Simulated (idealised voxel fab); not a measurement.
The document below concerns the process module designated voxel self aligned vias.
Square cell edge 5 nm, section width 270 nm, ID cut.
Notation: cross-section as square-cell grid; stated in bands, top first, going down; one or more cell rows per band. Within each band entry, the heights of the top and of the bottom of the band appear first, in that order and in nm; the materials of the band then follow from left to right, each with its corresponding width in nm. The designation "edge to edge" on a single material indicates that it fills the band from edge to edge; the designation "empty" indicates empty space. Heights are expressed relative to 0, this being the level below which the as-received wafer comprises one material exclusively. The lowest band is unbounded in the downward direction and is denoted as in "0..down". Per-row width for "30->40": begins at first number (top row of band), ends at second number (bottom row), increment between rows held constant. For the purposes of this document, the phrase "remained the same" attached to a step denotes that no cell within the cross-section was modified by that step. Entry "Sealed-off cavities" = empty spaces >= 8 cells with no open way to the top; each as width x height at distance, distance from left edge, all nm. What comes after the settings on a step's line is commentary from the simulator itself on that step. When a step includes a mask, the "overlay nm" setting on its line states how far to the right of its planned place that mask lay, and negative values state how far to the left. Guide to the pairs. Each holds a before and an after cross-section around one process step; the after cross-section is cut off at the lowest band that changed. Look under the pair for the step between them and its settings. Pairs can come from different runs of this module on the same starting wafer, so a pair follows on from the one above it only where its entry headed "Before processing step" says it does.
Before processing step:
> 0..down | Si edge to edge
> Sealed-off cavities: none
Post-Step Appearance:
> 15..0 | SiO2 edge to edge
> Nothing below the height 0 has changed.
> Sealed-off cavities: none
Between before and after above, the operation and settings are op CONFORMAL_DEP | material SiO2 | thk nm 15
Before processing step: starting point is the after cross-section of the pair just above.
Post-Step Appearance:
> 20..15 | SiCN edge to edge
> Nothing below the height 15 has changed.
> Sealed-off cavities: none
Between before and after above, the operation and settings are op CONFORMAL_DEP | material SiCN | thk nm 5
Before processing step: starting point is the after cross-section of the pair just above.
Post-Step Appearance:
> 40..20 | SiO2 edge to edge
> Nothing below the height 20 has changed.
> Sealed-off cavities: none
Between before and after above, the operation and settings are op DIRECTIONAL_DEP | material SiO2 | thk nm 20
Before processing step: starting point is the after cross-section of the pair just above.
Post-Step Appearance:
> 50..40 | aC edge to edge
> Nothing below the height 40 has changed.
> Sealed-off cavities: none
Between before and after above, the operation and settings are op DIRECTIONAL_DEP | material aC | thk nm 10
Before processing step: starting point is the after cross-section of the pair just above.
Post-Step Appearance:
> 75..50 | 85 of resist / 30 of empty / 40 of resist / 30 of empty / 85 of resist
> Nothing below the height 50 has changed.
> Sealed-off cavities: none
Between before and after above, the operation and settings are op PATTERN | tone open | mask id LINES | material resist | width nm 30 | pitch nm 70 | thk nm 25 | overlay nm 0
Before processing step: starting point is the after cross-section of the pair just above.
Post-Step Appearance:
> 65..50 | 85 of resist / 30 of empty / 40 of resist / 30 of empty / 85 of resist
> 50..40 | 85 of aC / 30 of empty / 40 of aC / 30 of empty / 85 of aC
> Nothing below the height 40 has changed.
> Sealed-off cavities: none
Between before and after above, the operation and settings are op DIRECTIONAL_ETCH | etch materials aC | depth nm 10
Before processing step: starting point is the after cross-section of the pair just above.
Post-Step Appearance:
> 50..40 | 85 of aC / 30 of empty / 40 of aC / 30 of empty / 85 of aC
> Nothing below the height 40 has changed.
> Sealed-off cavities: none
Between before and after above, the operation and settings are op STRIP | etch materials resist
Before processing step: starting point is the after cross-section of the pair just above.
Post-Step Appearance:
> 50..40 | 85 of aC / 30 of empty / 40 of aC / 30 of empty / 85 of aC
> 40..20 | 85 of SiO2 / 30 of empty / 40 of SiO2 / 30 of empty / 85 of SiO2
> Nothing below the height 20 has changed.
> Sealed-off cavities: none
Between before and after above, the operation and settings are op DIRECTIONAL_ETCH | etch materials SiO2 | depth nm 20
Before processing step: starting point is the after cross-section of the pair just above.
Post-Step Appearance:
> 40..20 | 85 of SiO2 / 30 of empty / 40 of SiO2 / 30 of empty / 85 of SiO2
> Nothing below the height 20 has changed.
> Sealed-off cavities: none
Between before and after above, the operation and settings are op STRIP | etch materials aC
Before processing step: starting point is the after cross-section of the pair just above.
Post-Step Appearance:
> 45..40 | 90 of TiN / 20 of empty / 50 of TiN / 20 of empty / 90 of TiN
> 40..25 | 85 of SiO2 / 5 of TiN / 20 of empty / 5 of TiN / 40 of SiO2 / 5 of TiN / 20 of empty / 5 of TiN / 85 of SiO2
> 25..20 | 85 of SiO2 / 30 of TiN / 40 of SiO2 / 30 of TiN / 85 of SiO2
> Nothing below the height 20 has changed.
> Sealed-off cavities: none
Between before and after above, the operation and settings are op CONFORMAL_DEP | material TiN | thk nm 5
Before processing step: starting point is the after cross-section of the pair just above.
Post-Step Appearance:
> 50..45 | Ru edge to edge
> 45..40 | 90 of TiN / 20 of Ru / 50 of TiN / 20 of Ru / 90 of TiN
> 40..25 | 85 of SiO2 / 5 of TiN / 20 of Ru / 5 of TiN / 40 of SiO2 / 5 of TiN / 20 of Ru / 5 of TiN / 85 of SiO2
> Nothing below the height 25 has changed.
> Sealed-off cavities: none
Between before and after above, the operation and settings are op FILL_DEP | material Ru | thk nm 5
Before processing step: starting point is the after cross-section of the pair just above.
Post-Step Appearance:
> 40..25 | 85 of SiO2 / 5 of TiN / 20 of Ru / 5 of TiN / 40 of SiO2 / 5 of TiN / 20 of Ru / 5 of TiN / 85 of SiO2
> Nothing below the height 25 has changed.
> Sealed-off cavities: none
Between before and after above, the operation and settings are op CMP | height nm 40
Before processing step: starting point is the after cross-section of the pair just above.
Post-Step Appearance:
> 40..30 | 85 of SiO2 / 30 of empty / 40 of SiO2 / 30 of empty / 85 of SiO2
> Nothing below the height 30 has changed.
> Sealed-off cavities: none
Between before and after above, the operation and settings are op SELECTIVE_ETCH | etch materials W Ru TiN | depth nm 10
Before processing step: starting point is the after cross-section of the pair just above.
Post-Step Appearance:
> 50..40 | SiN edge to edge
> 40..30 | 85 of SiO2 / 30 of SiN / 40 of SiO2 / 30 of SiN / 85 of SiO2
> Nothing below the height 30 has changed.
> Sealed-off cavities: none
Between before and after above, the operation and settings are op FILL_DEP | material SiN | thk nm 10
Before processing step: starting point is the after cross-section of the pair just above.
Post-Step Appearance:
> 40..30 | 85 of SiO2 / 30 of SiN / 40 of SiO2 / 30 of SiN / 85 of SiO2
> Nothing below the height 30 has changed.
> Sealed-off cavities: none
Between before and after above, the operation and settings are op CMP | height nm 40
Before processing step: starting point is the after cross-section of the pair just above.
Post-Step Appearance:
> 60..40 | SiO2 edge to edge
> Nothing below the height 40 has changed.
> Sealed-off cavities: none
Between before and after above, the operation and settings are op DIRECTIONAL_DEP | material SiO2 | thk nm 20
Before processing step: starting point is the after cross-section of the pair just above.
Post-Step Appearance:
> 75..60 | 75 of resist / 50 of empty / 145 of resist
> Nothing below the height 60 has changed.
> Sealed-off cavities: none
Between before and after above, the operation and settings are op PATTERN | tone open | mask id VIAS | material resist | width nm 50 | thk nm 15 | overlay nm 0
Before processing step: starting point is the after cross-section of the pair just above.
Post-Step Appearance:
> 75..60 | 75 of resist / 50 of empty / 145 of resist
> 60..40 | 75 of SiO2 / 50 of empty / 145 of SiO2
> Nothing below the height 40 has changed.
> Sealed-off cavities: none
Between before and after above, the operation and settings are op DIRECTIONAL_ETCH | etch materials SiO2 | depth nm 20
Before processing step: starting point is the after cross-section of the pair just above.
Post-Step Appearance:
> 75..60 | 75 of resist / 50 of empty / 145 of resist
> 60..40 | 75 of SiO2 / 50 of empty / 145 of SiO2
> 40..30 | 85 of SiO2 / 30 of empty / 40 of SiO2 / 30 of SiN / 85 of SiO2
> Nothing below the height 30 has changed.
> Sealed-off cavities: none
Between before and after above, the operation and settings are op DIRECTIONAL_ETCH | etch materials SiN | depth nm 10
Before processing step: starting point is the after cross-section of the pair just above.
Post-Step Appearance:
> 60..40 | 75 of SiO2 / 50 of empty / 145 of SiO2
> Nothing below the height 40 has changed.
> Sealed-off cavities: none
Between before and after above, the operation and settings are op STRIP | etch materials resist
Before processing step: starting point is the after cross-section of the pair just above.
Post-Step Appearance:
> 65..60 | 80 of TiN / 40 of empty / 150 of TiN
> 60..45 | 75 of SiO2 / 5 of TiN / 40 of empty / 5 of TiN / 145 of SiO2
> 45..40 | 75 of SiO2 / 15 of TiN / 20 of empty / 15 of TiN / 145 of SiO2
> 40..35 | 85 of SiO2 / 5 of TiN / 20 of empty / 5 of TiN / 40 of SiO2 / 30 of SiN / 85 of SiO2
> 35..30 | 85 of SiO2 / 30 of TiN / 40 of SiO2 / 30 of SiN / 85 of SiO2
> Nothing below the height 30 has changed.
> Sealed-off cavities: none
Between before and after above, the operation and settings are op CONFORMAL_DEP | material TiN | thk nm 5
Before processing step: starting point is the after cross-section of the pair just above.
Post-Step Appearance:
> 75..65 | W edge to edge
> 65..60 | 80 of TiN / 40 of W / 150 of TiN
> 60..45 | 75 of SiO2 / 5 of TiN / 40 of W / 5 of TiN / 145 of SiO2
> 45..40 | 75 of SiO2 / 15 of TiN / 20 of W / 15 of TiN / 145 of SiO2
> 40..35 | 85 of SiO2 / 5 of TiN / 20 of W / 5 of TiN / 40 of SiO2 / 30 of SiN / 85 of SiO2
> Nothing below the height 35 has changed.
> Sealed-off cavities: none
Between before and after above, the operation and settings are op FILL_DEP | material W | thk nm 10
Before processing step: starting point is the after cross-section of the pair just above.
Post-Step Appearance:
> 60..45 | 75 of SiO2 / 5 of TiN / 40 of W / 5 of TiN / 145 of SiO2
> Nothing below the height 45 has changed.
> Sealed-off cavities: none
Between before and after above, the operation and settings are op CMP | height nm 60
Before processing step: starting point is the after cross-section of the pair just above.
Post-Step Appearance:
> 65..60 | SiCN edge to edge
> Nothing below the height 60 has changed.
> Sealed-off cavities: none
Between before and after above, the operation and settings are op CONFORMAL_DEP | material SiCN | thk nm 5
Before processing step:
> 15..0 | SiO2 edge to edge
> 0..down | Si edge to edge
> Sealed-off cavities: none
Post-Step Appearance:
> 35..0 | SiO2 edge to edge
> Nothing below the height 0 has changed.
> Sealed-off cavities: none
Between before and after above, the operation and settings are op DIRECTIONAL_DEP | material SiO2 | thk nm 20
Before processing step: starting point is the after cross-section of the pair just above.
Post-Step Appearance:
> 45..35 | aC edge to edge
> Nothing below the height 35 has changed.
> Sealed-off cavities: none
Between before and after above, the operation and settings are op DIRECTIONAL_DEP | material aC | thk nm 10
Before processing step: starting point is the after cross-section of the pair just above.
Post-Step Appearance:
> 70..45 | 85 of resist / 30 of empty / 40 of resist / 30 of empty / 85 of resist
> Nothing below the height 45 has changed.
> Sealed-off cavities: none
Between before and after above, the operation and settings are op PATTERN | tone open | mask id LINES | material resist | width nm 30 | pitch nm 70 | thk nm 25 | overlay nm 0
Before processing step: starting point is the after cross-section of the pair just above.
Post-Step Appearance:
> 60..45 | 85 of resist / 30 of empty / 40 of resist / 30 of empty / 85 of resist
> 45..35 | 85 of aC / 30 of empty / 40 of aC / 30 of empty / 85 of aC
> Nothing below the height 35 has changed.
> Sealed-off cavities: none
Between before and after above, the operation and settings are op DIRECTIONAL_ETCH | etch materials aC | depth nm 10
Before processing step: starting point is the after cross-section of the pair just above.
Post-Step Appearance:
> 45..35 | 85 of aC / 30 of empty / 40 of aC / 30 of empty / 85 of aC
> Nothing below the height 35 has changed.
> Sealed-off cavities: none
Between before and after above, the operation and settings are op STRIP | etch materials resist
Before processing step: starting point is the after cross-section of the pair just above.
Post-Step Appearance:
> 45..35 | 85 of aC / 30 of empty / 40 of aC / 30 of empty / 85 of aC
> 35..15 | 85 of SiO2 / 30 of empty / 40 of SiO2 / 30 of empty / 85 of SiO2
> Nothing below the height 15 has changed.
> Sealed-off cavities: none
Between before and after above, the operation and settings are op DIRECTIONAL_ETCH | etch materials SiO2 | depth nm 20
Before processing step: starting point is the after cross-section of the pair just above.
Post-Step Appearance:
> 35..15 | 85 of SiO2 / 30 of empty / 40 of SiO2 / 30 of empty / 85 of SiO2
> Nothing below the height 15 has changed.
> Sealed-off cavities: none
Between before and after above, the operation and settings are op STRIP | etch materials aC
Before processing step: starting point is the after cross-section of the pair just above.
Post-Step Appearance:
> 40..35 | 90 of TiN / 20 of empty / 50 of TiN / 20 of empty / 90 of TiN
> 35..20 | 85 of SiO2 / 5 of TiN / 20 of empty / 5 of TiN / 40 of SiO2 / 5 of TiN / 20 of empty / 5 of TiN / 85 of SiO2
> 20..15 | 85 of SiO2 / 30 of TiN / 40 of SiO2 / 30 of TiN / 85 of SiO2
> Nothing below the height 15 has changed.
> Sealed-off cavities: none
Between before and after above, the operation and settings are op CONFORMAL_DEP | material TiN | thk nm 5
Before processing step: starting point is the after cross-section of the pair just above.
Post-Step Appearance:
> 45..40 | Ru edge to edge
> 40..35 | 90 of TiN / 20 of Ru / 50 of TiN / 20 of Ru / 90 of TiN
> 35..20 | 85 of SiO2 / 5 of TiN / 20 of Ru / 5 of TiN / 40 of SiO2 / 5 of TiN / 20 of Ru / 5 of TiN / 85 of SiO2
> Nothing below the height 20 has changed.
> Sealed-off cavities: none
Between before and after above, the operation and settings are op FILL_DEP | material Ru | thk nm 5
Before processing step: starting point is the after cross-section of the pair just above.
Post-Step Appearance:
> 40..35 | 90 of TiN / 20 of Ru / 50 of TiN / 20 of Ru / 90 of TiN
> Nothing below the height 35 has changed.
> Sealed-off cavities: none
Between before and after above, the operation and settings are op CMP | height nm 40
Before processing step: starting point is the after cross-section of the pair just above.
Post-Step Appearance:
> 35..30 | 85 of SiO2 / 30 of empty / 40 of SiO2 / 30 of empty / 85 of SiO2
> Nothing below the height 30 has changed.
> Sealed-off cavities: none
Between before and after above, the operation and settings are op SELECTIVE_ETCH | etch materials W Ru TiN | depth nm 10
Before processing step: starting point is the after cross-section of the pair just above.
Post-Step Appearance:
> 45..35 | SiN edge to edge
> 35..30 | 85 of SiO2 / 30 of SiN / 40 of SiO2 / 30 of SiN / 85 of SiO2
> Nothing below the height 30 has changed.
> Sealed-off cavities: none
Between before and after above, the operation and settings are op FILL_DEP | material SiN | thk nm 10
Before processing step: starting point is the after cross-section of the pair just above.
Post-Step Appearance:
> 40..35 | SiN edge to edge
> Nothing below the height 35 has changed.
> Sealed-off cavities: none
Between before and after above, the operation and settings are op CMP | height nm 40
Before processing step: starting point is the after cross-section of the pair just above.
Post-Step Appearance:
> 60..40 | SiO2 edge to edge
> Nothing below the height 40 has changed.
> Sealed-off cavities: none
Between before and after above, the operation and settings are op DIRECTIONAL_DEP | material SiO2 | thk nm 20
Before processing step: starting point is the after cross-section of the pair just above.
Post-Step Appearance:
> 75..60 | 75 of resist / 50 of empty / 145 of resist
> Nothing below the height 60 has changed.
> Sealed-off cavities: none
Between before and after above, the operation and settings are op PATTERN | tone open | mask id VIAS | material resist | width nm 50 | thk nm 15 | overlay nm 0
Before processing step: starting point is the after cross-section of the pair just above.
Post-Step Appearance:
> 75..60 | 75 of resist / 50 of empty / 145 of resist
> 60..40 | 75 of SiO2 / 50 of empty / 145 of SiO2
> Nothing below the height 40 has changed.
> Sealed-off cavities: none
Between before and after above, the operation and settings are op DIRECTIONAL_ETCH | etch materials SiO2 | depth nm 20
Before processing step: starting point is the after cross-section of the pair just above.
Post-Step Appearance:
> 75..60 | 75 of resist / 50 of empty / 145 of resist
> 60..40 | 75 of SiO2 / 50 of empty / 145 of SiO2
> 40..35 | 75 of SiN / 50 of empty / 145 of SiN
> 35..30 | 85 of SiO2 / 30 of empty / 40 of SiO2 / 30 of SiN / 85 of SiO2
> Nothing below the height 30 has changed.
> Sealed-off cavities: none
Between before and after above, the operation and settings are op DIRECTIONAL_ETCH | etch materials SiN | depth nm 10
Before processing step: starting point is the after cross-section of the pair just above.
Post-Step Appearance:
> 60..40 | 75 of SiO2 / 50 of empty / 145 of SiO2
> Nothing below the height 40 has changed.
> Sealed-off cavities: none
Between before and after above, the operation and settings are op STRIP | etch materials resist
Before processing step: starting point is the after cross-section of the pair just above.
Post-Step Appearance:
> 65..60 | 80 of TiN / 40 of empty / 150 of TiN
> 60..40 | 75 of SiO2 / 5 of TiN / 40 of empty / 5 of TiN / 145 of SiO2
> 40..35 | 75 of SiN / 15 of TiN / 20 of empty / 15 of TiN / 145 of SiN
> 35..30 | 85 of SiO2 / 30 of TiN / 40 of SiO2 / 30 of SiN / 85 of SiO2
> Nothing below the height 30 has changed.
> Sealed-off cavities: none
Between before and after above, the operation and settings are op CONFORMAL_DEP | material TiN | thk nm 5
Before processing step: starting point is the after cross-section of the pair just above.
Post-Step Appearance:
> 75..65 | W edge to edge
> 65..60 | 80 of TiN / 40 of W / 150 of TiN
> 60..40 | 75 of SiO2 / 5 of TiN / 40 of W / 5 of TiN / 145 of SiO2
> 40..35 | 75 of SiN / 15 of TiN / 20 of W / 15 of TiN / 145 of SiN
> Nothing below the height 35 has changed.
> Sealed-off cavities: none
Between before and after above, the operation and settings are op FILL_DEP | material W | thk nm 10
Before processing step: starting point is the after cross-section of the pair just above.
Post-Step Appearance:
> 60..40 | 75 of SiO2 / 5 of TiN / 40 of W / 5 of TiN / 145 of SiO2
> Nothing below the height 40 has changed.
> Sealed-off cavities: none
Between before and after above, the operation and settings are op CMP | height nm 60
Before processing step: starting point is the after cross-section of the pair just above.
Post-Step Appearance:
> 65..60 | SiCN edge to edge
> Nothing below the height 60 has changed.
> Sealed-off cavities: none
Between before and after above, the operation and settings are op CONFORMAL_DEP | material SiCN | thk nm 5
Before processing step:
> 75..60 | 75 of resist / 50 of empty / 145 of resist
> 60..40 | 75 of SiO2 / 50 of empty / 145 of SiO2
> 40..30 | 85 of SiO2 / 30 of SiN / 40 of SiO2 / 30 of SiN / 85 of SiO2
> 30..25 | 85 of SiO2 / 5 of TiN / 20 of Ru / 5 of TiN / 40 of SiO2 / 5 of TiN / 20 of Ru / 5 of TiN / 85 of SiO2
> 25..20 | 85 of SiO2 / 30 of TiN / 40 of SiO2 / 30 of TiN / 85 of SiO2
> 20..15 | SiCN edge to edge
> 15..0 | SiO2 edge to edge
> 0..down | Si edge to edge
> Sealed-off cavities: none
Post-Step Appearance:
> 75..60 | 75 of resist / 50 of empty / 145 of resist
> 60..40 | 75 of SiO2 / 50 of empty / 145 of SiO2
> 40..30 | 75 of SiO2 / 10 of empty / 30 of SiN / 10 of empty / 30 of SiO2 / 30 of SiN / 85 of SiO2
> 30..25 | 75 of SiO2 / 10 of empty / 5 of TiN / 20 of Ru / 5 of TiN / 10 of empty / 30 of SiO2 / 5 of TiN / 20 of Ru / 5 of TiN / 85 of SiO2
> 25..20 | 75 of SiO2 / 10 of empty / 30 of TiN / 10 of empty / 30 of SiO2 / 30 of TiN / 85 of SiO2
> Nothing below the height 20 has changed.
> Sealed-off cavities: none
Between before and after above, the operation and settings are op DIRECTIONAL_ETCH | etch materials SiO2 | depth nm 20
Before processing step: starting point is the after cross-section of the pair just above.
Post-Step Appearance:
> 75..60 | 75 of resist / 50 of empty / 145 of resist
> 60..40 | 75 of SiO2 / 50 of empty / 145 of SiO2
> 40..30 | 75 of SiO2 / 50 of empty / 30 of SiO2 / 30 of SiN / 85 of SiO2
> Nothing below the height 30 has changed.
> Sealed-off cavities: none
Between before and after above, the operation and settings are op DIRECTIONAL_ETCH | etch materials SiN | depth nm 10
Before processing step: starting point is the after cross-section of the pair just above.
Post-Step Appearance:
> 60..40 | 75 of SiO2 / 50 of empty / 145 of SiO2
> Nothing below the height 40 has changed.
> Sealed-off cavities: none
Between before and after above, the operation and settings are op STRIP | etch materials resist
Before processing step: starting point is the after cross-section of the pair just above.
Post-Step Appearance:
> 65..60 | 80 of TiN / 40 of empty / 150 of TiN
> 60..40 | 75 of SiO2 / 5 of TiN / 40 of empty / 5 of TiN / 145 of SiO2
> 40..35 | 75 of SiO2 / 5 of TiN / 40 of empty / 5 of TiN / 30 of SiO2 / 30 of SiN / 85 of SiO2
> 35..30 | 75 of SiO2 / 50 of TiN / 30 of SiO2 / 30 of SiN / 85 of SiO2
> 30..25 | 75 of SiO2 / 15 of TiN / 20 of Ru / 15 of TiN / 30 of SiO2 / 5 of TiN / 20 of Ru / 5 of TiN / 85 of SiO2
> 25..20 | 75 of SiO2 / 50 of TiN / 30 of SiO2 / 30 of TiN / 85 of SiO2
> Nothing below the height 20 has changed.
> Sealed-off cavities: none
Between before and after above, the operation and settings are op CONFORMAL_DEP | material TiN | thk nm 5
Before processing step: starting point is the after cross-section of the pair just above.
Post-Step Appearance:
> 75..65 | W edge to edge
> 65..60 | 80 of TiN / 40 of W / 150 of TiN
> 60..40 | 75 of SiO2 / 5 of TiN / 40 of W / 5 of TiN / 145 of SiO2
> 40..35 | 75 of SiO2 / 5 of TiN / 40 of W / 5 of TiN / 30 of SiO2 / 30 of SiN / 85 of SiO2
> Nothing below the height 35 has changed.
> Sealed-off cavities: none
Between before and after above, the operation and settings are op FILL_DEP | material W | thk nm 10
Before processing step: starting point is the after cross-section of the pair just above.
Post-Step Appearance:
> 60..40 | 75 of SiO2 / 5 of TiN / 40 of W / 5 of TiN / 145 of SiO2
> Nothing below the height 40 has changed.
> Sealed-off cavities: none
Between before and after above, the operation and settings are op CMP | height nm 60
Before processing step: starting point is the after cross-section of the pair just above.
Post-Step Appearance:
> 65..60 | SiCN edge to edge
> Nothing below the height 60 has changed.
> Sealed-off cavities: none
Between before and after above, the operation and settings are op CONFORMAL_DEP | material SiCN | thk nm 5
Before processing step:
> 0..down | Si edge to edge
> Sealed-off cavities: none
Post-Step Appearance:
> 5..0 | SiCN edge to edge
> Nothing below the height 0 has changed.
> Sealed-off cavities: none
Between before and after above, the operation and settings are op CONFORMAL_DEP | material SiCN | thk nm 5
Before processing step: starting point is the after cross-section of the pair just above.
Post-Step Appearance:
> 20..5 | SiO2 edge to edge
> Nothing below the height 5 has changed.
> Sealed-off cavities: none
Between before and after above, the operation and settings are op CONFORMAL_DEP | material SiO2 | thk nm 15
Before processing step: starting point is the after cross-section of the pair just above.
Post-Step Appearance:
> 40..5 | SiO2 edge to edge
> Nothing below the height 5 has changed.
> Sealed-off cavities: none
Between before and after above, the operation and settings are op DIRECTIONAL_DEP | material SiO2 | thk nm 20
Before processing step: starting point is the after cross-section of the pair just above.
Post-Step Appearance:
> 50..40 | aC edge to edge
> Nothing below the height 40 has changed.
> Sealed-off cavities: none
Between before and after above, the operation and settings are op DIRECTIONAL_DEP | material aC | thk nm 10
Before processing step: starting point is the after cross-section of the pair just above.
Post-Step Appearance:
> 75..50 | 85 of resist / 30 of empty / 40 of resist / 30 of empty / 85 of resist
> Nothing below the height 50 has changed.
> Sealed-off cavities: none
Between before and after above, the operation and settings are op PATTERN | tone open | mask id LINES | material resist | width nm 30 | pitch nm 70 | thk nm 25 | overlay nm 0
Before processing step: starting point is the after cross-section of the pair just above.
Post-Step Appearance:
> 65..50 | 85 of resist / 30 of empty / 40 of resist / 30 of empty / 85 of resist
> 50..40 | 85 of aC / 30 of empty / 40 of aC / 30 of empty / 85 of aC
> Nothing below the height 40 has changed.
> Sealed-off cavities: none
Between before and after above, the operation and settings are op DIRECTIONAL_ETCH | etch materials aC | depth nm 10
Before processing step: starting point is the after cross-section of the pair just above.
Post-Step Appearance:
> 50..40 | 85 of aC / 30 of empty / 40 of aC / 30 of empty / 85 of aC
> Nothing below the height 40 has changed.
> Sealed-off cavities: none
Between before and after above, the operation and settings are op STRIP | etch materials resist
Before processing step: starting point is the after cross-section of the pair just above.
Post-Step Appearance:
> 50..40 | 85 of aC / 30 of empty / 40 of aC / 30 of empty / 85 of aC
> 40..20 | 85 of SiO2 / 30 of empty / 40 of SiO2 / 30 of empty / 85 of SiO2
> Nothing below the height 20 has changed.
> Sealed-off cavities: none
Between before and after above, the operation and settings are op DIRECTIONAL_ETCH | etch materials SiO2 | depth nm 20
Before processing step: starting point is the after cross-section of the pair just above.
Post-Step Appearance:
> 40..20 | 85 of SiO2 / 30 of empty / 40 of SiO2 / 30 of empty / 85 of SiO2
> Nothing below the height 20 has changed.
> Sealed-off cavities: none
Between before and after above, the operation and settings are op STRIP | etch materials aC
Before processing step: starting point is the after cross-section of the pair just above.
Post-Step Appearance:
> 45..40 | 90 of TiN / 20 of empty / 50 of TiN / 20 of empty / 90 of TiN
> 40..25 | 85 of SiO2 / 5 of TiN / 20 of empty / 5 of TiN / 40 of SiO2 / 5 of TiN / 20 of empty / 5 of TiN / 85 of SiO2
> 25..20 | 85 of SiO2 / 30 of TiN / 40 of SiO2 / 30 of TiN / 85 of SiO2
> Nothing below the height 20 has changed.
> Sealed-off cavities: none
Between before and after above, the operation and settings are op CONFORMAL_DEP | material TiN | thk nm 5
Before processing step: starting point is the after cross-section of the pair just above.
Post-Step Appearance:
> 50..45 | Ru edge to edge
> 45..40 | 90 of TiN / 20 of Ru / 50 of TiN / 20 of Ru / 90 of TiN
> 40..25 | 85 of SiO2 / 5 of TiN / 20 of Ru / 5 of TiN / 40 of SiO2 / 5 of TiN / 20 of Ru / 5 of TiN / 85 of SiO2
> Nothing below the height 25 has changed.
> Sealed-off cavities: none
Between before and after above, the operation and settings are op FILL_DEP | material Ru | thk nm 5
Before processing step: starting point is the after cross-section of the pair just above.
Post-Step Appearance:
> 40..25 | 85 of SiO2 / 5 of TiN / 20 of Ru / 5 of TiN / 40 of SiO2 / 5 of TiN / 20 of Ru / 5 of TiN / 85 of SiO2
> Nothing below the height 25 has changed.
> Sealed-off cavities: none
Between before and after above, the operation and settings are op CMP | height nm 40
Before processing step: starting point is the after cross-section of the pair just above.
Post-Step Appearance:
> 40..30 | 85 of SiO2 / 30 of empty / 40 of SiO2 / 30 of empty / 85 of SiO2
> Nothing below the height 30 has changed.
> Sealed-off cavities: none
Between before and after above, the operation and settings are op SELECTIVE_ETCH | etch materials W Ru TiN | depth nm 10
Before processing step: starting point is the after cross-section of the pair just above.
Post-Step Appearance:
> 50..40 | SiN edge to edge
> 40..30 | 85 of SiO2 / 30 of SiN / 40 of SiO2 / 30 of SiN / 85 of SiO2
> Nothing below the height 30 has changed.
> Sealed-off cavities: none
Between before and after above, the operation and settings are op FILL_DEP | material SiN | thk nm 10
Before processing step: starting point is the after cross-section of the pair just above.
Post-Step Appearance:
> 40..30 | 85 of SiO2 / 30 of SiN / 40 of SiO2 / 30 of SiN / 85 of SiO2
> Nothing below the height 30 has changed.
> Sealed-off cavities: none
Between before and after above, the operation and settings are op CMP | height nm 40
Before processing step: starting point is the after cross-section of the pair just above.
Post-Step Appearance:
> 60..40 | SiO2 edge to edge
> Nothing below the height 40 has changed.
> Sealed-off cavities: none
Between before and after above, the operation and settings are op DIRECTIONAL_DEP | material SiO2 | thk nm 20
Before processing step: starting point is the after cross-section of the pair just above.
Post-Step Appearance:
> 75..60 | 75 of resist / 50 of empty / 145 of resist
> Nothing below the height 60 has changed.
> Sealed-off cavities: none
Between before and after above, the operation and settings are op PATTERN | tone open | mask id VIAS | material resist | width nm 50 | thk nm 15 | overlay nm 0
Before processing step: starting point is the after cross-section of the pair just above.
Post-Step Appearance:
> 75..60 | 75 of resist / 50 of empty / 145 of resist
> 60..40 | 75 of SiO2 / 50 of empty / 145 of SiO2
> Nothing below the height 40 has changed.
> Sealed-off cavities: none
Between before and after above, the operation and settings are op DIRECTIONAL_ETCH | etch materials SiO2 | depth nm 20
Before processing step: starting point is the after cross-section of the pair just above.
Post-Step Appearance:
> 75..60 | 75 of resist / 50 of empty / 145 of resist
> 60..40 | 75 of SiO2 / 50 of empty / 145 of SiO2
> 40..30 | 85 of SiO2 / 30 of empty / 40 of SiO2 / 30 of SiN / 85 of SiO2
> Nothing below the height 30 has changed.
> Sealed-off cavities: none
Between before and after above, the operation and settings are op DIRECTIONAL_ETCH | etch materials SiN | depth nm 10
Before processing step: starting point is the after cross-section of the pair just above.
Post-Step Appearance:
> 60..40 | 75 of SiO2 / 50 of empty / 145 of SiO2
> Nothing below the height 40 has changed.
> Sealed-off cavities: none
Between before and after above, the operation and settings are op STRIP | etch materials resist
Before processing step: starting point is the after cross-section of the pair just above.
Post-Step Appearance:
> 65..60 | 80 of TiN / 40 of empty / 150 of TiN
> 60..45 | 75 of SiO2 / 5 of TiN / 40 of empty / 5 of TiN / 145 of SiO2
> 45..40 | 75 of SiO2 / 15 of TiN / 20 of empty / 15 of TiN / 145 of SiO2
> 40..35 | 85 of SiO2 / 5 of TiN / 20 of empty / 5 of TiN / 40 of SiO2 / 30 of SiN / 85 of SiO2
> 35..30 | 85 of SiO2 / 30 of TiN / 40 of SiO2 / 30 of SiN / 85 of SiO2
> Nothing below the height 30 has changed.
> Sealed-off cavities: none
Between before and after above, the operation and settings are op CONFORMAL_DEP | material TiN | thk nm 5
Before processing step: starting point is the after cross-section of the pair just above.
Post-Step Appearance:
> 75..65 | W edge to edge
> 65..60 | 80 of TiN / 40 of W / 150 of TiN
> 60..45 | 75 of SiO2 / 5 of TiN / 40 of W / 5 of TiN / 145 of SiO2
> 45..40 | 75 of SiO2 / 15 of TiN / 20 of W / 15 of TiN / 145 of SiO2
> 40..35 | 85 of SiO2 / 5 of TiN / 20 of W / 5 of TiN / 40 of SiO2 / 30 of SiN / 85 of SiO2
> Nothing below the height 35 has changed.
> Sealed-off cavities: none
Between before and after above, the operation and settings are op FILL_DEP | material W | thk nm 10
Before processing step: starting point is the after cross-section of the pair just above.
Post-Step Appearance:
> 60..45 | 75 of SiO2 / 5 of TiN / 40 of W / 5 of TiN / 145 of SiO2
> Nothing below the height 45 has changed.
> Sealed-off cavities: none
Between before and after above, the operation and settings are op CMP | height nm 60
Before processing step: starting point is the after cross-section of the pair just above.
Post-Step Appearance:
> 65..60 | SiCN edge to edge
> Nothing below the height 60 has changed.
> Sealed-off cavities: none
Between before and after above, the operation and settings are op CONFORMAL_DEP | material SiCN | thk nm 5
Before processing step:
> 40..30 | 85 of SiO2 / 30 of SiN / 40 of SiO2 / 30 of SiN / 85 of SiO2
> 30..25 | 85 of SiO2 / 5 of TiN / 20 of Ru / 5 of TiN / 40 of SiO2 / 5 of TiN / 20 of Ru / 5 of TiN / 85 of SiO2
> 25..20 | 85 of SiO2 / 30 of TiN / 40 of SiO2 / 30 of TiN / 85 of SiO2
> 20..15 | SiCN edge to edge
> 15..0 | SiO2 edge to edge
> 0..down | Si edge to edge
> Sealed-off cavities: none
Post-Step Appearance:
> 55..40 | SiO2 edge to edge
> Nothing below the height 40 has changed.
> Sealed-off cavities: none
Between before and after above, the operation and settings are op DIRECTIONAL_DEP | material SiO2 | thk nm 15
